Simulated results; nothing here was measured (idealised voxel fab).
process module | voxel wiring stack
cross-section cut | 300 nm wide | cells 5 nm
A cross-section is a grid of square cells, given in bands from the top down. A band is one or more rows of cells.
Each band's line starts with the height of the band's top and of its bottom, in nm. Then come its materials from left to right, each with its width in nm. One material with "throughout" fills the band from edge to edge. "air" is empty space.
Height 0 is the level under which the wafer as received is all one material. The lowest band goes on downwards, as in "0 down".
A width such as "30 to 40" changes by the same amount from each row of cells to the next, from the band's top row to its bottom row.
"no change" after a step means that no cell of the cross-section changed.
closed voids: empty space of 8 cells or more with no open way to the top, each as width x height at its distance from the left edge, in nm
after a step's settings: what the simulator itself notes on the step
overlay nm, on a step with a mask: how far to the right of its planned place the mask lay; to the left if negative
plan
1 op RECEIVE | material Si
2 op CONFORMAL_DEP | material SiO2 | thk nm 15
3 op DIRECTIONAL_DEP | material TiN | thk nm 5
4 op DIRECTIONAL_DEP | material Ru | thk nm 25
5 op PATTERN | tone cover | mask id METAL_1 | material resist | width nm 30 | pitch nm 45 | thk nm 20 | overlay nm 0
6 op DIRECTIONAL_ETCH | etch materials Ru | depth nm 25
7 op DIRECTIONAL_ETCH | etch materials TiN | depth nm 5
8 op STRIP | etch materials resist
9 op CONFORMAL_DEP | material SiN | thk nm 5
10 op FILL_DEP | material lowk | thk nm 10
11 op CMP | height nm 45
12 op CONFORMAL_DEP | material SiCN | thk nm 5
13 op DIRECTIONAL_DEP | material lowk | thk nm 30
14 op MASKED_ETCH | tone open | mask id METAL_2_HOLES | width nm 15 | pitch nm 45 | etch materials lowk | depth nm 30 | overlay nm 0
15 op MASKED_ETCH | tone open | mask id METAL_2 | width nm 30 | pitch nm 45 | etch materials lowk | depth nm 15 | overlay nm 0
16 op MASKED_ETCH | tone open | mask id METAL_2 | width nm 30 | pitch nm 45 | etch materials SiCN | depth nm 5 | overlay nm 0
17 op CONFORMAL_DEP | material TiN | thk nm 5
18 op FILL_DEP | material Cu | thk nm 10
19 op CMP | height nm 80
20 op CONFORMAL_DEP | material SiCN | thk nm 5
21 op DIRECTIONAL_DEP | material SiO2 | thk nm 30
22 op PATTERN | tone open | mask id METAL_3 | material resist | width nm 30 | pitch nm 45 | thk nm 20 | overlay nm 0
23 op DIRECTIONAL_ETCH | etch materials SiO2 | depth nm 15
24 op STRIP | etch materials resist
25 op MASKED_ETCH | tone open | mask id METAL_3_HOLES | width nm 15 | pitch nm 45 | etch materials SiO2 | depth nm 15 | overlay nm 0
26 op MASKED_ETCH | tone open | mask id METAL_3_HOLES | width nm 15 | pitch nm 45 | etch materials SiCN | depth nm 5 | overlay nm 0
27 op CONFORMAL_DEP | material TiN | thk nm 5
28 op FILL_DEP | material Cu | thk nm 10
29 op CMP | height nm 115
30 op CONFORMAL_DEP | material SiN | thk nm 5
as received, after step 1
  0 down: Si throughout
  closed voids: none
a wafer at the end: this start, this plan, one mistake
  120 to 115: SiN throughout
  115 to 110: SiO2 65 | TiN 5 | Cu 5 | TiN 20 | SiO2 15 | TiN 5 | Cu 5 | TiN 20 | SiO2 15 | TiN 5 | Cu 5 | TiN 20 | SiO2 15 | TiN 5 | Cu 5 | TiN 20 | SiO2 70
  110 to 95: SiO2 65 | TiN 5 | Cu 5 | TiN 5 | SiO2 30 | TiN 5 | Cu 5 | TiN 5 | SiO2 30 | TiN 5 | Cu 5 | TiN 5 | SiO2 30 | TiN 5 | Cu 5 | TiN 5 | SiO2 85
  95 to 90: SiCN 65 | TiN 15 | SiCN 30 | TiN 15 | SiCN 30 | TiN 15 | SiCN 30 | TiN 15 | SiCN 85
  90 to 85: Cu throughout
  85 to 80: TiN 70 | Cu 20 | TiN 25 | Cu 20 | TiN 25 | Cu 20 | TiN 25 | Cu 20 | TiN 75
  80 to 70: lowk 65 | TiN 5 | Cu 20 | TiN 5 | lowk 15 | TiN 5 | Cu 20 | TiN 5 | lowk 15 | TiN 5 | Cu 20 | TiN 5 | lowk 15 | TiN 5 | Cu 20 | TiN 5 | lowk 70
  70 to 65: lowk 65 | TiN 5 | Cu 5 | TiN 20 | lowk 15 | TiN 5 | Cu 5 | TiN 20 | lowk 15 | TiN 5 | Cu 5 | TiN 20 | lowk 15 | TiN 5 | Cu 5 | TiN 20 | lowk 70
  65 to 50: lowk 65 | TiN 5 | Cu 5 | TiN 5 | lowk 30 | TiN 5 | Cu 5 | TiN 5 | lowk 30 | TiN 5 | Cu 5 | TiN 5 | lowk 30 | TiN 5 | Cu 5 | TiN 5 | lowk 85
  50 to 45: SiCN 65 | TiN 15 | SiCN 30 | TiN 15 | SiCN 30 | TiN 15 | SiCN 30 | TiN 15 | SiCN 85
  45 to 20: lowk 60 | SiN 5 | Ru 30 | SiN 5 | lowk 5 | SiN 5 | Ru 30 | SiN 5 | lowk 5 | SiN 5 | Ru 30 | SiN 5 | lowk 5 | SiN 5 | Ru 30 | SiN 5 | lowk 65
  20 to 15: SiN 65 | TiN 30 | SiN 15 | TiN 30 | SiN 15 | TiN 30 | SiN 15 | TiN 30 | SiN 70
  15 to 0: SiO2 throughout
  0 down: Si throughout
  closed voids: none
what went wrong: step 19 ran as: op CMP | height nm 90
